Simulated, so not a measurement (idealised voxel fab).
The document below concerns the process module designated voxel gate over fins.
The width of the displayed cross-section, cut, is 285 nm; its cells are square, with a size of 5 nm.
In what follows, cross-sections appear as grids of square cells, described through bands that run from the top down, where every band is one or more rows of cells.
Heights first: top, then bottom, in nm. Then materials, left to right, each with a width in nm. "throughout" on a single material: fills the band edge to edge. "blank": empty space.
Counting heights begins at 0, where everything beneath is, in the wafer as received, one material. The lowest band has no bottom; it goes on downwards, as "from 0 down" shows.
The width entry "30->40" should be interpreted row by row: the top row of cells in the band takes the first number, the bottom row takes the second number, and the change between adjacent rows is uniform throughout.
"no alteration" -> step changed no cross-section cell.
Basically, "Closed cavity list" tells you about the enclosed voids: empty spaces with no open way to the top, 8 cells or bigger, each written width x height at distance, where distance is from the left edge, all in nm.
Whatever follows a step's settings on its line is a remark the simulator itself makes about that step.
You can add "overlay nm" to a step's line. For a step with a mask, it describes how far the mask lay to the right of its planned position, and a negative number describes a lay to the left.
Intended process steps:
step 1: RECEIVE: material Si
step 2: CONFORMAL_DEP: material SiN, thk nm 10
step 3: MASKED_ETCH: tone cover, mask id FINS, width nm 15, pitch nm 60, etch materials SiN, depth nm 10, overlay nm 0
step 4: MASKED_ETCH: tone cover, mask id FINS, width nm 15, pitch nm 60, etch materials Si, depth nm 35, overlay nm 0
step 5: OXIDIZE: depth nm 5
step 6: FILL_DEP: material SiO2, thk nm 10
step 7: CMP: height nm 10
step 8: PATTERN: tone open, mask id RAIL, material resist, width nm 15, thk nm 20, overlay nm 0
step 9: DIRECTIONAL_ETCH: etch materials SiO2, depth nm 40
step 10: STRIP: etch materials resist
step 11: CONFORMAL_DEP: material TiN, thk nm 5
step 12: FILL_DEP: material W, thk nm 10
step 13: CMP: height nm 10
step 14: SELECTIVE_ETCH: etch materials W Ru TiN, depth nm 35
step 15: FILL_DEP: material SiO2, thk nm 5
step 16: CMP: height nm 10
step 17: SELECTIVE_ETCH: etch materials SiO2, depth nm 25
step 18: STRIP: etch materials SiN
step 19: CONFORMAL_DEP: material HfO2, thk nm 5
step 20: CONFORMAL_DEP: material TiN, thk nm 5
step 21: CONFORMAL_DEP: material TiAl, thk nm 5
step 22: CONFORMAL_DEP: material TiN, thk nm 5
step 23: FILL_DEP: material W, thk nm 10
step 24: CMP: height nm 25
step 25: CONFORMAL_DEP: material SiCN, thk nm 10
First of two wafers, with the run carried out as planned:
Received-state cross-section, reflecting completion of step 1:
  from 0 down | Si throughout
  Closed cavity list: none
After step 2:
  from 10 to 0 | SiN throughout
  Below 0, the layers are the same as they were.
After step 3:
  from 10 to 0 | blank (105), then SiN (15), then blank (45), then SiN (15), then blank (105)
  Below 0, the layers are the same as they were.
After step 4:
  from 10 to 0 | blank (105), then SiN (15), then blank (45), then SiN (15), then blank (105)
  from 0 to -35 | blank (105), then Si (15), then blank (45), then Si (15), then blank (105)
  Below -35, the layers are the same as they were.
After step 5:
  from 10 to 0 | blank (105), then SiN (15), then blank (45), then SiN (15), then blank (105)
  from 0 to -35 | blank (105), then SiO2 (5), then Si (5), then SiO2 (5), then blank (45), then SiO2 (5), then Si (5), then SiO2 (5), then blank (105)
  from -35 to -40 | SiO2 (110), then Si (5), then SiO2 (55), then Si (5), then SiO2 (110)
  Below -40, the layers are the same as they were.
After step 6:
  from 20 to 10 | SiO2 throughout
  from 10 to 0 | SiO2 (105), then SiN (15), then SiO2 (45), then SiN (15), then SiO2 (105)
  from 0 to -40 | SiO2 (110), then Si (5), then SiO2 (55), then Si (5), then SiO2 (110)
  Below -40, the layers are the same as they were.
After step 7:
  from 10 to 0 | SiO2 (105), then SiN (15), then SiO2 (45), then SiN (15), then SiO2 (105)
  Below 0, the layers are the same as they were.
After step 8:
  from 30 to 10 | resist (135), then blank (15), then resist (135)
  Below 10, the layers are the same as they were.
After step 9:
  from 30 to 10 | resist (135), then blank (15), then resist (135)
  from 10 to 0 | SiO2 (105), then SiN (15), then SiO2 (15), then blank (15), then SiO2 (15), then SiN (15), then SiO2 (105)
  from 0 to -30 | SiO2 (110), then Si (5), then SiO2 (20), then blank (15), then SiO2 (20), then Si (5), then SiO2 (110)
  Below -30, the layers are the same as they were.
After step 10:
  from 10 to 0 | SiO2 (105), then SiN (15), then SiO2 (15), then blank (15), then SiO2 (15), then SiN (15), then SiO2 (105)
  Below 0, the layers are the same as they were.
After step 11:
  from 15 to 10 | TiN (140), then blank (5), then TiN (140)
  from 10 to 0 | SiO2 (105), then SiN (15), then SiO2 (15), then TiN (5), then blank (5), then TiN (5), then SiO2 (15), then SiN (15), then SiO2 (105)
  from 0 to -25 | SiO2 (110), then Si (5), then SiO2 (20), then TiN (5), then blank (5), then TiN (5), then SiO2 (20), then Si (5), then SiO2 (110)
  from -25 to -30 | SiO2 (110), then Si (5), then SiO2 (20), then TiN (15), then SiO2 (20), then Si (5), then SiO2 (110)
  Below -30, the layers are the same as they were.
After step 12:
  from 25 to 15 | W throughout
  from 15 to 10 | TiN (140), then W (5), then TiN (140)
  from 10 to 0 | SiO2 (105), then SiN (15), then SiO2 (15), then TiN (5), then W (5), then TiN (5), then SiO2 (15), then SiN (15), then SiO2 (105)
  from 0 to -25 | SiO2 (110), then Si (5), then SiO2 (20), then TiN (5), then W (5), then TiN (5), then SiO2 (20), then Si (5), then SiO2 (110)
  Below -25, the layers are the same as they were.
After step 13:
  from 10 to 0 | SiO2 (105), then SiN (15), then SiO2 (15), then TiN (5), then W (5), then TiN (5), then SiO2 (15), then SiN (15), then SiO2 (105)
  Below 0, the layers are the same as they were.
After step 14:
  from 10 to 0 | SiO2 (105), then SiN (15), then SiO2 (15), then blank (15), then SiO2 (15), then SiN (15), then SiO2 (105)
  from 0 to -25 | SiO2 (110), then Si (5), then SiO2 (20), then blank (15), then SiO2 (20), then Si (5), then SiO2 (110)
  Below -25, the layers are the same as they were.
After step 15:
  from 15 to 10 | SiO2 throughout
  from 10 to 0 | SiO2 (105), then SiN (15), then SiO2 (45), then SiN (15), then SiO2 (105)
  from 0 to -25 | SiO2 (110), then Si (5), then SiO2 (55), then Si (5), then SiO2 (110)
  Below -25, the layers are the same as they were.
After step 16:
  from 10 to 0 | SiO2 (105), then SiN (15), then SiO2 (45), then SiN (15), then SiO2 (105)
  Below 0, the layers are the same as they were.
After step 17:
  from 10 to 0 | blank (105), then SiN (15), then blank (45), then SiN (15), then blank (105)
  from 0 to -15 | blank (110), then Si (5), then blank (55), then Si (5), then blank (110)
  Below -15, the layers are the same as they were.
After step 18:
  from 0 to -15 | blank (110), then Si (5), then blank (55), then Si (5), then blank (110)
  Below -15, the layers are the same as they were.
After step 19:
  from 5 to 0 | blank (105), then HfO2 (15), then blank (45), then HfO2 (15), then blank (105)
  from 0 to -10 | blank (105), then HfO2 (5), then Si (5), then HfO2 (5), then blank (45), then HfO2 (5), then Si (5), then HfO2 (5), then blank (105)
  from -10 to -15 | HfO2 (110), then Si (5), then HfO2 (55), then Si (5), then HfO2 (110)
  Below -15, the layers are the same as they were.
After step 20:
  from 10 to 5 | blank (100), then TiN (25), then blank (35), then TiN (25), then blank (100)
  from 5 to 0 | blank (100), then TiN (5), then HfO2 (15), then TiN (5), then blank (35), then TiN (5), then HfO2 (15), then TiN (5), then blank (100)
  from 0 to -5 | blank (100), then TiN (5), then HfO2 (5), then Si (5), then HfO2 (5), then TiN (5), then blank (35), then TiN (5), then HfO2 (5), then Si (5), then HfO2 (5), then TiN (5), then blank (100)
  from -5 to -10 | TiN (105), then HfO2 (5), then Si (5), then HfO2 (5), then TiN (45), then HfO2 (5), then Si (5), then HfO2 (5), then TiN (105)
  Below -10, the layers are the same as they were.
After step 21:
  from 15 to 10 | blank (95), then TiAl (35), then blank (25), then TiAl (35), then blank (95)
  from 10 to 5 | blank (95), then TiAl (5), then TiN (25), then TiAl (5), then blank (25), then TiAl (5), then TiN (25), then TiAl (5), then blank (95)
  from 5 to 0 | blank (95), then TiAl (5), then TiN (5), then HfO2 (15), then TiN (5), then TiAl (5), then blank (25), then TiAl (5), then TiN (5), then HfO2 (15), then TiN (5), then TiAl (5), then blank (95)
  from 0 to -5 | TiAl (100), then TiN (5), then HfO2 (5), then Si (5), then HfO2 (5), then TiN (5), then TiAl (35), then TiN (5), then HfO2 (5), then Si (5), then HfO2 (5), then TiN (5), then TiAl (100)
  Below -5, the layers are the same as they were.
After step 22:
  from 20 to 15 | blank (90), then TiN (45), then blank (15), then TiN (45), then blank (90)
  from 15 to 10 | blank (90), then TiN (5), then TiAl (35), then TiN (5), then blank (15), then TiN (5), then TiAl (35), then TiN (5), then blank (90)
  from 10 to 5 | blank (90), then TiN (5), then TiAl (5), then TiN (25), then TiAl (5), then TiN (5), then blank (15), then TiN (5), then TiAl (5), then TiN (25), then TiAl (5), then TiN (5), then blank (90)
  from 5 to 0 | TiN (95), then TiAl (5), then TiN (5), then HfO2 (15), then TiN (5), then TiAl (5), then TiN (25), then TiAl (5), then TiN (5), then HfO2 (15), then TiN (5), then TiAl (5), then TiN (95)
  Below 0, the layers are the same as they were.
After step 23:
  from 30 to 20 | W throughout
  from 20 to 15 | W (90), then TiN (45), then W (15), then TiN (45), then W (90)
  from 15 to 10 | W (90), then TiN (5), then TiAl (35), then TiN (5), then W (15), then TiN (5), then TiAl (35), then TiN (5), then W (90)
  from 10 to 5 | W (90), then TiN (5), then TiAl (5), then TiN (25), then TiAl (5), then TiN (5), then W (15), then TiN (5), then TiAl (5), then TiN (25), then TiAl (5), then TiN (5), then W (90)
  Below 5, the layers are the same as they were.
After step 24:
  from 25 to 20 | W throughout
  Below 20, the layers are the same as they were.
After step 25:
  from 35 to 25 | SiCN throughout
  Below 25, the layers are the same as they were.
Regarding the second of the two wafers: it shared the first wafer's starting condition and process plan, yet one error occurred during its execution. Its history coincides with that of the first wafer up to and including step 7:
Second wafer, section view, time point: scheduled end of step 8:
  from 30 to 10 | resist (130), then blank (15), then resist (140)
  Below 10, the layers are the same as they were.
Second wafer, section view, time point: scheduled end of step 9:
  from 30 to 10 | resist (130), then blank (15), then resist (140)
  from 10 to 0 | SiO2 (105), then SiN (15), then SiO2 (10), then blank (15), then SiO2 (20), then SiN (15), then SiO2 (105)
  from 0 to -30 | SiO2 (110), then Si (5), then SiO2 (15), then blank (15), then SiO2 (25), then Si (5), then SiO2 (110)
  Below -30, the layers are the same as they were.
Second wafer, section view, time point: scheduled end of step 10:
  from 10 to 0 | SiO2 (105), then SiN (15), then SiO2 (10), then blank (15), then SiO2 (20), then SiN (15), then SiO2 (105)
  Below 0, the layers are the same as they were.
Second wafer, section view, time point: scheduled end of step 11:
  from 15 to 10 | TiN (135), then blank (5), then TiN (145)
  from 10 to 0 | SiO2 (105), then SiN (15), then SiO2 (10), then TiN (5), then blank (5), then TiN (5), then SiO2 (20), then SiN (15), then SiO2 (105)
  from 0 to -25 | SiO2 (110), then Si (5), then SiO2 (15), then TiN (5), then blank (5), then TiN (5), then SiO2 (25), then Si (5), then SiO2 (110)
  from -25 to -30 | SiO2 (110), then Si (5), then SiO2 (15), then TiN (15), then SiO2 (25), then Si (5), then SiO2 (110)
  Below -30, the layers are the same as they were.
Second wafer, section view, time point: scheduled end of step 12:
  from 25 to 15 | W throughout
  from 15 to 10 | TiN (135), then W (5), then TiN (145)
  from 10 to 0 | SiO2 (105), then SiN (15), then SiO2 (10), then TiN (5), then W (5), then TiN (5), then SiO2 (20), then SiN (15), then SiO2 (105)
  from 0 to -25 | SiO2 (110), then Si (5), then SiO2 (15), then TiN (5), then W (5), then TiN (5), then SiO2 (25), then Si (5), then SiO2 (110)
  Below -25, the layers are the same as they were.
Second wafer, section view, time point: scheduled end of step 13:
  from 10 to 0 | SiO2 (105), then SiN (15), then SiO2 (10), then TiN (5), then W (5), then TiN (5), then SiO2 (20), then SiN (15), then SiO2 (105)
  Below 0, the layers are the same as they were.
Second wafer, section view, time point: scheduled end of step 14:
  from 10 to 0 | SiO2 (105), then SiN (15), then SiO2 (10), then blank (15), then SiO2 (20), then SiN (15), then SiO2 (105)
  from 0 to -25 | SiO2 (110), then Si (5), then SiO2 (15), then blank (15), then SiO2 (25), then Si (5), then SiO2 (110)
  Below -25, the layers are the same as they were.
Second wafer, section view, time point: scheduled end of step 15:
  from 15 to 10 | SiO2 throughout
  from 10 to 0 | SiO2 (105), then SiN (15), then SiO2 (45), then SiN (15), then SiO2 (105)
  from 0 to -25 | SiO2 (110), then Si (5), then SiO2 (55), then Si (5), then SiO2 (110)
  Below -25, the layers are the same as they were.
Second wafer, section view, time point: scheduled end of step 16:
  from 10 to 0 | SiO2 (105), then SiN (15), then SiO2 (45), then SiN (15), then SiO2 (105)
  Below 0, the layers are the same as they were.
Second wafer, section view, time point: scheduled end of step 17:
  from 10 to 0 | blank (105), then SiN (15), then blank (45), then SiN (15), then blank (105)
  from 0 to -15 | blank (110), then Si (5), then blank (55), then Si (5), then blank (110)
  Below -15, the layers are the same as they were.
Second wafer, section view, time point: scheduled end of step 18:
  from 0 to -15 | blank (110), then Si (5), then blank (55), then Si (5), then blank (110)
  Below -15, the layers are the same as they were.
Second wafer, section view, time point: scheduled end of step 19:
  from 5 to 0 | blank (105), then HfO2 (15), then blank (45), then HfO2 (15), then blank (105)
  from 0 to -10 | blank (105), then HfO2 (5), then Si (5), then HfO2 (5), then blank (45), then HfO2 (5), then Si (5), then HfO2 (5), then blank (105)
  from -10 to -15 | HfO2 (110), then Si (5), then HfO2 (55), then Si (5), then HfO2 (110)
  Below -15, the layers are the same as they were.
Second wafer, section view, time point: scheduled end of step 20:
  from 10 to 5 | blank (100), then TiN (25), then blank (35), then TiN (25), then blank (100)
  from 5 to 0 | blank (100), then TiN (5), then HfO2 (15), then TiN (5), then blank (35), then TiN (5), then HfO2 (15), then TiN (5), then blank (100)
  from 0 to -5 | blank (100), then TiN (5), then HfO2 (5), then Si (5), then HfO2 (5), then TiN (5), then blank (35), then TiN (5), then HfO2 (5), then Si (5), then HfO2 (5), then TiN (5), then blank (100)
  from -5 to -10 | TiN (105), then HfO2 (5), then Si (5), then HfO2 (5), then TiN (45), then HfO2 (5), then Si (5), then HfO2 (5), then TiN (105)
  Below -10, the layers are the same as they were.
Second wafer, section view, time point: scheduled end of step 21:
  from 15 to 10 | blank (95), then TiAl (35), then blank (25), then TiAl (35), then blank (95)
  from 10 to 5 | blank (95), then TiAl (5), then TiN (25), then TiAl (5), then blank (25), then TiAl (5), then TiN (25), then TiAl (5), then blank (95)
  from 5 to 0 | blank (95), then TiAl (5), then TiN (5), then HfO2 (15), then TiN (5), then TiAl (5), then blank (25), then TiAl (5), then TiN (5), then HfO2 (15), then TiN (5), then TiAl (5), then blank (95)
  from 0 to -5 | TiAl (100), then TiN (5), then HfO2 (5), then Si (5), then HfO2 (5), then TiN (5), then TiAl (35), then TiN (5), then HfO2 (5), then Si (5), then HfO2 (5), then TiN (5), then TiAl (100)
  Below -5, the layers are the same as they were.
Second wafer, section view, time point: scheduled end of step 22:
  from 20 to 15 | blank (90), then TiN (45), then blank (15), then TiN (45), then blank (90)
  from 15 to 10 | blank (90), then TiN (5), then TiAl (35), then TiN (5), then blank (15), then TiN (5), then TiAl (35), then TiN (5), then blank (90)
  from 10 to 5 | blank (90), then TiN (5), then TiAl (5), then TiN (25), then TiAl (5), then TiN (5), then blank (15), then TiN (5), then TiAl (5), then TiN (25), then TiAl (5), then TiN (5), then blank (90)
  from 5 to 0 | TiN (95), then TiAl (5), then TiN (5), then HfO2 (15), then TiN (5), then TiAl (5), then TiN (25), then TiAl (5), then TiN (5), then HfO2 (15), then TiN (5), then TiAl (5), then TiN (95)
  Below 0, the layers are the same as they were.
Second wafer, section view, time point: scheduled end of step 23:
  from 30 to 20 | W throughout
  from 20 to 15 | W (90), then TiN (45), then W (15), then TiN (45), then W (90)
  from 15 to 10 | W (90), then TiN (5), then TiAl (35), then TiN (5), then W (15), then TiN (5), then TiAl (35), then TiN (5), then W (90)
  from 10 to 5 | W (90), then TiN (5), then TiAl (5), then TiN (25), then TiAl (5), then TiN (5), then W (15), then TiN (5), then TiAl (5), then TiN (25), then TiAl (5), then TiN (5), then W (90)
  Below 5, the layers are the same as they were.
Second wafer, section view, time point: scheduled end of step 24:
  from 25 to 20 | W throughout
  Below 20, the layers are the same as they were.
Second wafer, section view, time point: scheduled end of step 25:
  from 35 to 25 | SiCN throughout
  Below 25, the layers are the same as they were.
what went wrong: contrary to plan, step 8 was performed as PATTERN: tone open, mask id RAIL, material resist, width nm 15, thk nm 20, overlay nm -5
Final wafers compared: equal cell tally per material, rearranged layout.
